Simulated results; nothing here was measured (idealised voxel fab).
process module | voxel ribs on slabs
cross-section cut | 190 nm wide | cells 5 nm
A cross-section is a grid of square cells, given in bands from the top down. A band is one or more rows of cells.
Each band's line starts with the height of the band's top and of its bottom, in nm. Then come its materials from left to right, each with its width in nm. One material with "throughout" fills the band from edge to edge. "air" is empty space.
Height 0 is the level under which the wafer as received is all one material. The lowest band goes on downwards, as in "0 down".
A width such as "30 to 40" changes by the same amount from each row of cells to the next, from the band's top row to its bottom row.
"no change" after a step means that no cell of the cross-section changed.
closed voids: empty space of 8 cells or more with no open way to the top, each as width x height at its distance from the left edge, in nm
after a step's settings: what the simulator itself notes on the step
overlay nm, on a step with a mask: how far to the right of its planned place the mask lay; to the left if negative
plan
1 op RECEIVE | material Si
2 op DIRECTIONAL_DEP | material SiO2 | thk nm 30
3 op DIRECTIONAL_DEP | material SiN | thk nm 25
4 op MASKED_ETCH | tone cover | mask id RIB | width nm 20 | etch materials SiN | depth nm 20 | overlay nm 0
5 op PATTERN | tone cover | mask id SLAB | material resist | width nm 60 | thk nm 20 | overlay nm 0
6 op DIRECTIONAL_ETCH | etch materials SiN | depth nm 5
7 op STRIP | etch materials resist
8 op FILL_DEP | material SiO2 | thk nm 15
9 op CMP | height nm 65
10 op DIRECTIONAL_DEP | material TiN | thk nm 5
11 op DIRECTIONAL_DEP | material aC | thk nm 10
12 op PATTERN | tone cover | mask id HEATER | material resist | width nm 30 | thk nm 25 | overlay nm 0
13 op DIRECTIONAL_ETCH | etch materials aC | depth nm 10
14 op STRIP | etch materials resist
15 op DIRECTIONAL_ETCH | etch materials TiN | depth nm 5
16 op STRIP | etch materials aC
17 op CONFORMAL_DEP | material SiO2 | thk nm 5
as received, after step 1
  0 down: Si throughout
  closed voids: none
first wafer at the end, as planned
  75 to 70: air 75 | SiO2 40 | air 75
  70 to 65: SiO2 80 | TiN 30 | SiO2 80
  65 to 55: SiO2 throughout
  55 to 35: SiO2 85 | SiN 20 | SiO2 85
  35 to 30: SiO2 65 | SiN 60 | SiO2 65
  30 to 0: SiO2 throughout
  0 down: Si throughout
  closed voids: none
second wafer at the end: like start, like plan, one mistake
  75 to 70: air 75 | SiO2 40 | air 75
  70 to 65: SiO2 80 | TiN 30 | SiO2 80
  65 to 55: SiO2 throughout
  55 to 35: SiO2 85 | SiN 20 | SiO2 85
  35 to 30: SiO2 65 | SiN 65 | SiO2 60
  30 to 0: SiO2 throughout
  0 down: Si throughout
  closed voids: none
what went wrong: step 5 ran as: op PATTERN | tone cover | mask id SLAB | material resist | width nm 65 | thk nm 20 | overlay nm 0
at the end the second wafer has, in cells: 1 more of SiN | 1 fewer of SiO2
